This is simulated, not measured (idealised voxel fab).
process module | voxel spacer lines
The figure presents cross-section cut, which has a width of 225 nm and is divided into square cells with an edge length of 5 nm.
A cross-section is a grid of square cells, given in bands from the top down. A band is one or more rows of cells. Within each band entry, the heights of the top and of the bottom of the band appear first, in that order and in nm; the materials of the band then follow from left to right, each with its corresponding width in nm. The designation "all across" on a single material indicates that it fills the band from edge to edge; the designation "blank" indicates empty space. Ref level 0: as-received wafer is one material below here. Bottom band extends down with no lower bound ("0 nm and below"). A width given as "30..40" starts at the first number in the band's top row and ends at the second number in its bottom row, shifting by an equal amount at every step from row to row. "identical to before", as given for a step, is the statement that not any cell of the cross-section underwent a change during that step. "Enclosed void entries" specifies each empty space that is not open to the top and that occupies no fewer than 8 cells, using the form width x height at distance, the distance measured from the left edge and all three quantities in nm. Where a step's line continues beyond its settings, the continuation is a remark by the simulator itself on that step. overlay nm: step with mask; distance mask lay right of planned place; negative value = left of planned place.
## Here's what the planned process steps look like
1 RECEIVE (material Si)
2 CONFORMAL_DEP (material SiO2; thk nm 5)
3 DIRECTIONAL_DEP (material TiN; thk nm 20)
4 DIRECTIONAL_DEP (material polySi; thk nm 25)
5 PATTERN (tone cover; mask id MANDREL; material resist; width nm 15; pitch nm 50; thk nm 35; overlay nm -15)
6 DIRECTIONAL_ETCH (etch materials polySi; depth nm 25)
7 STRIP (etch materials resist)
8 CONFORMAL_DEP (material SiN; thk nm 10)
9 DIRECTIONAL_ETCH (etch materials SiN; depth nm 10)
10 STRIP (etch materials polySi)
11 DIRECTIONAL_ETCH (etch materials TiN; depth nm 20)
12 STRIP (etch materials SiN)
Quick note for whoever runs this: the wafers start identical, but the overlay nm at step 5 isn't the same across them. The plan just shows what the first wafer had.
## Cross-section of the first of several wafers as received (after step 1)
* 0 nm and below  Si all across
* Enclosed void entries: none
## first wafer at the end, after step 12
* 25 nm to 5 nm  30 nm blank | 10 nm TiN | 15 nm blank | 10 nm TiN | 15 nm blank | 10 nm TiN | 15 nm blank | 10 nm TiN | 15 nm blank | 10 nm TiN | 15 nm blank | 10 nm TiN | 60 nm blank
* 5 nm to 0 nm  SiO2 all across
* 0 nm and below  Si all across
* Enclosed void entries: none
## Final wafer of several, shown in cross-section at the end of the module
* 25 nm to 5 nm  60 nm blank | 10 nm TiN | 15 nm blank | 10 nm TiN | 15 nm blank | 10 nm TiN | 15 nm blank | 10 nm TiN | 15 nm blank | 10 nm TiN | 15 nm blank | 10 nm TiN | 30 nm blank
* 5 nm to 0 nm  SiO2 all across
* 0 nm and below  Si all across
* Enclosed void entries: none
## Rows = wafers. At module end, each row lists per material the cells gained (+) or lost (-) since the wafer was received, then the closed voids
overlay nm -15, +45 SiO2, +48 TiN, Enclosed void entries: none
overlay nm -10, +45 SiO2, +48 TiN, Enclosed void entries: none
overlay nm -5, +45 SiO2, +48 TiN, Enclosed void entries: none
overlay nm 0, +45 SiO2, +48 TiN, Enclosed void entries: none
overlay nm 5, +45 SiO2, +48 TiN, Enclosed void entries: none
overlay nm 10, +45 SiO2, +48 TiN, Enclosed void entries: none
overlay nm 15, +45 SiO2, +48 TiN, Enclosed void entries: none
